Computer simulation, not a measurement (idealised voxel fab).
Process module in this document: voxel transistor to metal
For reference, the cross-section in this document is cut, with width 265 nm and square cells of 5 nm.
Cross-section = grid of square cells, listed top down in bands; band = one or more rows. Per band: top height and bottom height in nm, followed by the left-to-right materials and their widths in nm; "edge to edge" marks a single material spanning edge to edge, "air" marks empty space. Zero point of the height axis is 0; under it, received wafer = one material. Lowest band: continues down indefinitely, "0 and below". Read "30..40" as a graded width: first number on top, second number at the bottom, same change between each pair of neighbouring rows. Key: "stayed the same" - step with no changed cell in the cross-section. Under "Trapped voids" you'll find the enclosed gaps, the ones with no way out to the top, that are 8 cells or bigger; each reads width x height at distance, with distance counted from the left edge, everything in nm. It should be noted that, on the line of a given step, the content following the step's settings is a remark produced by the simulator itself with respect to that step. Regarding "overlay nm": on a step with a mask, it is the distance the mask lay to the right of its planned place; a negative value places it to the left.
[Planned process steps]
1: RECEIVE,material Si
2: CONFORMAL_DEP,material SiO2,thk nm 5
3: CONFORMAL_DEP,material SiN,thk nm 10
4: PATTERN,tone cover,mask id ACTIVE,material resist,width nm 105,pitch nm 125,thk nm 15,overlay nm 0
5: DIRECTIONAL_ETCH,etch materials SiN,depth nm 10
6: DIRECTIONAL_ETCH,etch materials SiO2,depth nm 5
7: DIRECTIONAL_ETCH,etch materials Si,depth nm 35
8: STRIP,etch materials resist
9: OXIDIZE,depth nm 5
10: FILL_DEP,material SiO2,thk nm 15
11: CMP,height nm 15
12: SELECTIVE_ETCH,etch materials SiO2,depth nm 5
13: STRIP,etch materials SiN
14: SELECTIVE_ETCH,etch materials SiO2,depth nm 5
15: OXIDIZE,depth nm 5
16: DIRECTIONAL_DEP,material polySi,thk nm 20
17: DIRECTIONAL_DEP,material SiCN,thk nm 15
18: PATTERN,tone cover,mask id GATE,material resist,width nm 25,pitch nm 125,thk nm 20,overlay nm 0
19: DIRECTIONAL_ETCH,etch materials SiCN,depth nm 25
20: DIRECTIONAL_ETCH,etch materials polySi,depth nm 30
21: STRIP,etch materials resist
22: CONFORMAL_DEP,material SiO2,thk nm 5
23: DIRECTIONAL_ETCH,etch materials SiO2,depth nm 5
24: CONFORMAL_DEP,material SiN,thk nm 5
25: DIRECTIONAL_ETCH,etch materials SiN,depth nm 5
26: DIRECTIONAL_ETCH,etch materials SiO2,depth nm 5
27: DIRECTIONAL_ETCH,etch materials Si,depth nm 15
28: EPI,material pSi,thk nm 20
29: FILL_DEP,material SiO2,thk nm 5
30: CMP,height nm 35
31: DIRECTIONAL_DEP,material SiO2,thk nm 15
32: MASKED_ETCH,tone open,mask id CONTACT,width nm 30,etch materials SiO2,depth nm 50,overlay nm 0
33: CONFORMAL_DEP,material TiN,thk nm 5
34: FILL_DEP,material W,thk nm 5
35: CMP,height nm 50
36: CONFORMAL_DEP,material SiCN,thk nm 5
37: DIRECTIONAL_DEP,material lowk,thk nm 20
38: MASKED_ETCH,tone open,mask id METAL_1,width nm 20,etch materials lowk,depth nm 20,overlay nm 0
39: MASKED_ETCH,tone open,mask id METAL_1,width nm 20,etch materials SiCN,depth nm 5,overlay nm 0
40: CONFORMAL_DEP,material TiN,thk nm 5
41: FILL_DEP,material Cu,thk nm 5
42: CMP,height nm 75
43: CONFORMAL_DEP,material SiCN,thk nm 5
44: DIRECTIONAL_DEP,material lowk,thk nm 35
45: PATTERN,tone open,mask id METAL_2_HOLES,material resist,width nm 15,pitch nm 125,thk nm 15,overlay nm 0
46: DIRECTIONAL_ETCH,etch materials lowk,depth nm 35
47: STRIP,etch materials resist
48: DIRECTIONAL_DEP,material aC,thk nm 10
49: PATTERN,tone open,mask id METAL_2,material resist,width nm 20,pitch nm 125,thk nm 25,overlay nm 0
50: DIRECTIONAL_ETCH,etch materials aC,depth nm 10
51: STRIP,etch materials resist
52: DIRECTIONAL_ETCH,etch materials lowk,depth nm 20
53: DIRECTIONAL_ETCH,etch materials SiCN,depth nm 5
54: STRIP,etch materials aC
55: CONFORMAL_DEP,material TiN,thk nm 5
56: FILL_DEP,material Cu,thk nm 10
57: CMP,height nm 115
58: CONFORMAL_DEP,material SiN,thk nm 5
[So this is the incoming wafer in cross-section - it's already been through step 1]
- 0 and below: Si edge to edge
- Trapped voids: none
[Module complete, cross-section. Starting point and plan per above. One mistake made in running the module]
- 120 down to 115: SiN edge to edge
- 115 down to 110: Cu edge to edge
- 110 down to 105: 25 TiN, then 10 Cu, then 115 TiN, then 10 Cu, then 105 TiN
- 105 down to 90: 20 lowk, then 5 TiN, then 10 Cu, then 5 TiN, then 105 lowk, then 5 TiN, then 10 Cu, then 5 TiN, then 100 lowk
- 90 down to 80: 20 lowk, then 5 TiN, then 5 Cu, then 10..5 TiN, then 105..110 lowk, then 5 TiN, then 5 Cu, then 10..5 TiN, then 100..105 lowk
- 80 down to 75: 20 SiCN, then 15 TiN, then 110 SiCN, then 15 TiN, then 105 SiCN
- 75 down to 55: 20 lowk, then 5 TiN, then 10 Cu, then 5 TiN, then 55 lowk, then 5 TiN, then 10 Cu, then 5 TiN, then 30 lowk, then 5 TiN, then 10 Cu, then 5 TiN, then 55 lowk, then 5 TiN, then 10 Cu, then 5 TiN, then 25 lowk
- 55 down to 50: 20 SiCN, then 20 TiN, then 55 SiCN, then 20 TiN, then 30 SiCN, then 20 TiN, then 55 SiCN, then 20 TiN, then 25 SiCN
- 50 down to 40: 20 SiO2, then 5 TiN, then 20 W, then 5 TiN, then 35 SiO2, then 5 TiN, then 20 W, then 5 TiN, then 30 SiO2, then 5 TiN, then 20 W, then 5 TiN, then 35 SiO2, then 5 TiN, then 20 W, then 5 TiN, then 25 SiO2
- 40 down to 35: 20 SiO2, then 5 TiN, then 15 W, then 10 TiN, then 35 SiO2, then 10 TiN, then 15 W, then 5 TiN, then 30 SiO2, then 5 TiN, then 15 W, then 10 TiN, then 35 SiO2, then 10 TiN, then 15 W, then 5 TiN, then 25 SiO2
- 35 down to 20: 20 SiO2, then 5 TiN, then 15 W, then 5 TiN, then 5 SiN, then 5 SiO2, then 25 SiCN, then 5 SiO2, then 5 SiN, then 5 TiN, then 15 W, then 5 TiN, then 30 SiO2, then 5 TiN, then 15 W, then 5 TiN, then 5 SiN, then 5 SiO2, then 25 SiCN, then 5 SiO2, then 5 SiN, then 5 TiN, then 15 W, then 5 TiN, then 25 SiO2
- 20 down to 15: 20 SiO2, then 25 TiN, then 5 SiN, then 5 SiO2, then 25 polySi, then 5 SiO2, then 5 SiN, then 25 TiN, then 30 SiO2, then 25 TiN, then 5 SiN, then 5 SiO2, then 25 polySi, then 5 SiO2, then 5 SiN, then 25 TiN, then 25 SiO2
- 15 down to 5: 20 SiO2, then 5 TiN, then 20 pSi, then 5 SiN, then 5 SiO2, then 25 polySi, then 5 SiO2, then 5 SiN, then 20 pSi, then 5 TiN, then 30 SiO2, then 5 TiN, then 20 pSi, then 5 SiN, then 5 SiO2, then 25 polySi, then 5 SiO2, then 5 SiN, then 20 pSi, then 5 TiN, then 25 SiO2
- 5 down to 0: 15 SiO2, then 5 SiN, then 5 TiN, then 20 pSi, then 5 SiN, then 5 SiO2, then 25 polySi, then 5 SiO2, then 5 SiN, then 20 pSi, then 5 TiN, then 5 SiN, then 20 SiO2, then 5 SiN, then 5 TiN, then 20 pSi, then 5 SiN, then 5 SiO2, then 25 polySi, then 5 SiO2, then 5 SiN, then 20 pSi, then 5 TiN, then 5 SiN, then 20 SiO2
- 0 down to -5: 20 SiO2, then 25 pSi, then 45 SiO2, then 25 pSi, then 30 SiO2, then 25 pSi, then 45 SiO2, then 25 pSi, then 25 SiO2
- -5 down to -20: 20 SiO2, then 25 pSi, then 45 Si, then 25 pSi, then 30 SiO2, then 25 pSi, then 45 Si, then 25 pSi, then 25 SiO2
- -20 down to -40: 20 SiO2, then 95 Si, then 30 SiO2, then 95 Si, then 25 SiO2
- -40 and below: Si edge to edge
- Trapped voids: none
Here's what went sideways: not per plan at step 44, really ran DIRECTIONAL_DEP,material lowk,thk nm 25
